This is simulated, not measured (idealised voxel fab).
The following is a process module called voxel self aligned vias.
Shown is cross-section cut, with a width of 160 nm and square cells of size 5 nm.
Notation: cross-section as square-cell grid; stated in bands, top first, going down; one or more cell rows per band. Quick guide to a band line: top height, bottom height (nm) up front; then every material left to right with its width in nm. Only one material and it's marked "all across"? Then it fills the band edge to edge. And "air" just means empty space. Beneath 0, the wafer as received is one material, and that level is where height counting begins. The lowest band goes on downward without a bottom; it is written like "0 -> down". Think of "30..40" as a width that walks from the first number to the second as you go down the band, top row to bottom row, taking equal-sized steps from row to row. Step marked "no alterations made"? Then no cell in the cross-section changed in it. "Sealed internal voids" means: voids of 8 cells or more that are shut off from the top with no open way through. Written width x height at distance, distance from the left edge, in nm. Past the settings on a step's line: simulator remark, on that step. A step's line can hold "overlay nm"; with a mask on that step, the setting says how far right of the planned place the mask lay, while a negative setting says it lay to the left.

THESE ARE THE STEPS WE PLANNED FOR THE PROCESS
- 1: RECEIVE, material Si
- 2: CONFORMAL_DEP, material SiO2, thk nm 10
- 3: CONFORMAL_DEP, material SiCN, thk nm 5
- 4: DIRECTIONAL_DEP, material SiO2, thk nm 25
- 5: PATTERN, tone open, mask id LINES, material resist, width nm 30, pitch nm 70, thk nm 20, overlay nm 0
- 6: DIRECTIONAL_ETCH, etch materials SiO2, depth nm 25
- 7: STRIP, etch materials resist
- 8: CONFORMAL_DEP, material TiN, thk nm 5
- 9: FILL_DEP, material W, thk nm 10
- 10: CMP, height nm 40
- 11: SELECTIVE_ETCH, etch materials W Ru TiN, depth nm 10
- 12: FILL_DEP, material SiN, thk nm 5
- 13: CMP, height nm 40
- 14: DIRECTIONAL_DEP, material SiO2, thk nm 15
- 15: DIRECTIONAL_DEP, material aC, thk nm 10
- 16: PATTERN, tone open, mask id VIAS, material resist, width nm 40, thk nm 30, overlay nm 0
- 17: DIRECTIONAL_ETCH, etch materials aC, depth nm 10
- 18: STRIP, etch materials resist
- 19: DIRECTIONAL_ETCH, etch materials SiO2, depth nm 15
- 20: DIRECTIONAL_ETCH, etch materials SiN, depth nm 10
- 21: STRIP, etch materials aC
- 22: CONFORMAL_DEP, material TiN, thk nm 5
- 23: FILL_DEP, material Cu, thk nm 10
- 24: CMP, height nm 55
- 25: CONFORMAL_DEP, material SiCN, thk nm 5

FIRST WAFER OF TWO (RUN AS PLANNED)

DELIVERED WAFER IN CROSS-SECTION: STATE AFTER STEP 1
- 0 -> down = Si all across
- Sealed internal voids: none

AFTER STEP 2
- 10 -> 0 = SiO2 all across
- Lower than 0, everything is as it was.

AFTER STEP 3
- 15 -> 10 = SiCN all across
- Lower than 10, everything is as it was.

AFTER STEP 4
- 40 -> 15 = SiO2 all across
- Lower than 15, everything is as it was.

AFTER STEP 5
- 60 -> 40 = 30 nm resist; 30 nm air; 40 nm resist; 30 nm air; 30 nm resist
- Lower than 40, everything is as it was.

AFTER STEP 6
- 60 -> 40 = 30 nm resist; 30 nm air; 40 nm resist; 30 nm air; 30 nm resist
- 40 -> 15 = 30 nm SiO2; 30 nm air; 40 nm SiO2; 30 nm air; 30 nm SiO2
- Lower than 15, everything is as it was.

AFTER STEP 7
- 40 -> 15 = 30 nm SiO2; 30 nm air; 40 nm SiO2; 30 nm air; 30 nm SiO2
- Lower than 15, everything is as it was.

AFTER STEP 8
- 45 -> 40 = 35 nm TiN; 20 nm air; 50 nm TiN; 20 nm air; 35 nm TiN
- 40 -> 20 = 30 nm SiO2; 5 nm TiN; 20 nm air; 5 nm TiN; 40 nm SiO2; 5 nm TiN; 20 nm air; 5 nm TiN; 30 nm SiO2
- 20 -> 15 = 30 nm SiO2; 30 nm TiN; 40 nm SiO2; 30 nm TiN; 30 nm SiO2
- Lower than 15, everything is as it was.

AFTER STEP 9
- 55 -> 45 = W all across
- 45 -> 40 = 35 nm TiN; 20 nm W; 50 nm TiN; 20 nm W; 35 nm TiN
- 40 -> 20 = 30 nm SiO2; 5 nm TiN; 20 nm W; 5 nm TiN; 40 nm SiO2; 5 nm TiN; 20 nm W; 5 nm TiN; 30 nm SiO2
- Lower than 20, everything is as it was.

AFTER STEP 10
- 40 -> 20 = 30 nm SiO2; 5 nm TiN; 20 nm W; 5 nm TiN; 40 nm SiO2; 5 nm TiN; 20 nm W; 5 nm TiN; 30 nm SiO2
- Lower than 20, everything is as it was.

AFTER STEP 11
- 40 -> 30 = 30 nm SiO2; 30 nm air; 40 nm SiO2; 30 nm air; 30 nm SiO2
- Lower than 30, everything is as it was.

AFTER STEP 12
- 45 -> 40 = SiN all across
- 40 -> 30 = 30 nm SiO2; 30 nm SiN; 40 nm SiO2; 30 nm SiN; 30 nm SiO2
- Lower than 30, everything is as it was.

AFTER STEP 13
- 40 -> 30 = 30 nm SiO2; 30 nm SiN; 40 nm SiO2; 30 nm SiN; 30 nm SiO2
- Lower than 30, everything is as it was.

AFTER STEP 14
- 55 -> 40 = SiO2 all across
- Lower than 40, everything is as it was.

AFTER STEP 15
- 65 -> 55 = aC all across
- Lower than 55, everything is as it was.

AFTER STEP 16
- 95 -> 65 = 25 nm resist; 40 nm air; 95 nm resist
- Lower than 65, everything is as it was.

AFTER STEP 17
- 85 -> 65 = 25 nm resist; 40 nm air; 95 nm resist
- 65 -> 55 = 25 nm aC; 40 nm air; 95 nm aC
- Lower than 55, everything is as it was.

AFTER STEP 18
- 65 -> 55 = 25 nm aC; 40 nm air; 95 nm aC
- Lower than 55, everything is as it was.

AFTER STEP 19
- 65 -> 55 = 25 nm aC; 40 nm air; 95 nm aC
- 55 -> 40 = 25 nm SiO2; 40 nm air; 95 nm SiO2
- Lower than 40, everything is as it was.

AFTER STEP 20
- 65 -> 55 = 25 nm aC; 40 nm air; 95 nm aC
- 55 -> 40 = 25 nm SiO2; 40 nm air; 95 nm SiO2
- 40 -> 30 = 30 nm SiO2; 30 nm air; 40 nm SiO2; 30 nm SiN; 30 nm SiO2
- Lower than 30, everything is as it was.

AFTER STEP 21
- 55 -> 40 = 25 nm SiO2; 40 nm air; 95 nm SiO2
- Lower than 40, everything is as it was.

AFTER STEP 22
- 60 -> 55 = 30 nm TiN; 30 nm air; 100 nm TiN
- 55 -> 45 = 25 nm SiO2; 5 nm TiN; 30 nm air; 5 nm TiN; 95 nm SiO2
- 45 -> 40 = 25 nm SiO2; 10 nm TiN; 20 nm air; 10 nm TiN; 95 nm SiO2
- 40 -> 35 = 30 nm SiO2; 5 nm TiN; 20 nm air; 5 nm TiN; 40 nm SiO2; 30 nm SiN; 30 nm SiO2
- 35 -> 30 = 30 nm SiO2; 30 nm TiN; 40 nm SiO2; 30 nm SiN; 30 nm SiO2
- Lower than 30, everything is as it was.

AFTER STEP 23
- 70 -> 60 = Cu all across
- 60 -> 55 = 30 nm TiN; 30 nm Cu; 100 nm TiN
- 55 -> 45 = 25 nm SiO2; 5 nm TiN; 30 nm Cu; 5 nm TiN; 95 nm SiO2
- 45 -> 40 = 25 nm SiO2; 10 nm TiN; 20 nm Cu; 10 nm TiN; 95 nm SiO2
- 40 -> 35 = 30 nm SiO2; 5 nm TiN; 20 nm Cu; 5 nm TiN; 40 nm SiO2; 30 nm SiN; 30 nm SiO2
- Lower than 35, everything is as it was.

AFTER STEP 24
- 55 -> 45 = 25 nm SiO2; 5 nm TiN; 30 nm Cu; 5 nm TiN; 95 nm SiO2
- Lower than 45, everything is as it was.

AFTER STEP 25
- 60 -> 55 = SiCN all across
- Lower than 55, everything is as it was.

THE REMAINING WAFER, SECOND OF THE TWO, STARTED LIKE THE FIRST AND WAS RUN TO THE SAME PLAN, EXCEPT THAT ONE MISTAKE WAS MADE ALONG THE WAY; THE TWO COINCIDE THROUGH STEP 2, INCLUSIVE

SECOND WAFER, CROSS-SECTION, PLANNED END OF STEP 3
- 35 -> 0 = SiO2 all across
- Lower than 0, everything is as it was.

SECOND WAFER, CROSS-SECTION, PLANNED END OF STEP 4
- 40 -> 35 = SiCN all across
- Lower than 35, everything is as it was.

SECOND WAFER, CROSS-SECTION, PLANNED END OF STEP 5
- 60 -> 40 = 30 nm resist; 30 nm air; 40 nm resist; 30 nm air; 30 nm resist
- Lower than 40, everything is as it was.

Second wafer, cross-section, planned end of step 6: no alterations made

SECOND WAFER, CROSS-SECTION, PLANNED END OF STEP 7
- 40 -> 35 = SiCN all across
- Lower than 35, everything is as it was.

SECOND WAFER, CROSS-SECTION, PLANNED END OF STEP 8
- 45 -> 40 = TiN all across
- Lower than 40, everything is as it was.

SECOND WAFER, CROSS-SECTION, PLANNED END OF STEP 9
- 55 -> 45 = W all across
- Lower than 45, everything is as it was.

SECOND WAFER, CROSS-SECTION, PLANNED END OF STEP 10
- 40 -> 35 = SiCN all across
- Lower than 35, everything is as it was.

Second wafer, cross-section, planned end of step 11: no alterations made

SECOND WAFER, CROSS-SECTION, PLANNED END OF STEP 12
- 45 -> 40 = SiN all across
- Lower than 40, everything is as it was.

SECOND WAFER, CROSS-SECTION, PLANNED END OF STEP 13
- 40 -> 35 = SiCN all across
- Lower than 35, everything is as it was.

SECOND WAFER, CROSS-SECTION, PLANNED END OF STEP 14
- 55 -> 40 = SiO2 all across
- Lower than 40, everything is as it was.

SECOND WAFER, CROSS-SECTION, PLANNED END OF STEP 15
- 65 -> 55 = aC all across
- Lower than 55, everything is as it was.

SECOND WAFER, CROSS-SECTION, PLANNED END OF STEP 16
- 95 -> 65 = 25 nm resist; 40 nm air; 95 nm resist
- Lower than 65, everything is as it was.

SECOND WAFER, CROSS-SECTION, PLANNED END OF STEP 17
- 85 -> 65 = 25 nm resist; 40 nm air; 95 nm resist
- 65 -> 55 = 25 nm aC; 40 nm air; 95 nm aC
- Lower than 55, everything is as it was.

SECOND WAFER, CROSS-SECTION, PLANNED END OF STEP 18
- 65 -> 55 = 25 nm aC; 40 nm air; 95 nm aC
- Lower than 55, everything is as it was.

SECOND WAFER, CROSS-SECTION, PLANNED END OF STEP 19
- 65 -> 55 = 25 nm aC; 40 nm air; 95 nm aC
- 55 -> 40 = 25 nm SiO2; 40 nm air; 95 nm SiO2
- Lower than 40, everything is as it was.

Second wafer, cross-section, planned end of step 20: no alterations made

SECOND WAFER, CROSS-SECTION, PLANNED END OF STEP 21
- 55 -> 40 = 25 nm SiO2; 40 nm air; 95 nm SiO2
- Lower than 40, everything is as it was.

SECOND WAFER, CROSS-SECTION, PLANNED END OF STEP 22
- 60 -> 55 = 30 nm TiN; 30 nm air; 100 nm TiN
- 55 -> 45 = 25 nm SiO2; 5 nm TiN; 30 nm air; 5 nm TiN; 95 nm SiO2
- 45 -> 40 = 25 nm SiO2; 40 nm TiN; 95 nm SiO2
- Lower than 40, everything is as it was.

SECOND WAFER, CROSS-SECTION, PLANNED END OF STEP 23
- 70 -> 60 = Cu all across
- 60 -> 55 = 30 nm TiN; 30 nm Cu; 100 nm TiN
- 55 -> 45 = 25 nm SiO2; 5 nm TiN; 30 nm Cu; 5 nm TiN; 95 nm SiO2
- Lower than 45, everything is as it was.

SECOND WAFER, CROSS-SECTION, PLANNED END OF STEP 24
- 55 -> 45 = 25 nm SiO2; 5 nm TiN; 30 nm Cu; 5 nm TiN; 95 nm SiO2
- Lower than 45, everything is as it was.

SECOND WAFER, CROSS-SECTION, PLANNED END OF STEP 25
- 60 -> 55 = SiCN all across
- Lower than 55, everything is as it was.
what went wrong: plan steps 3 and 4 run swapped
Counted in cells at the end, the second wafer holds more or fewer of these materials than the first: 8 fewer of Cu, 12 fewer of SiN, 60 more of SiO2, 24 fewer of TiN, 16 fewer of W
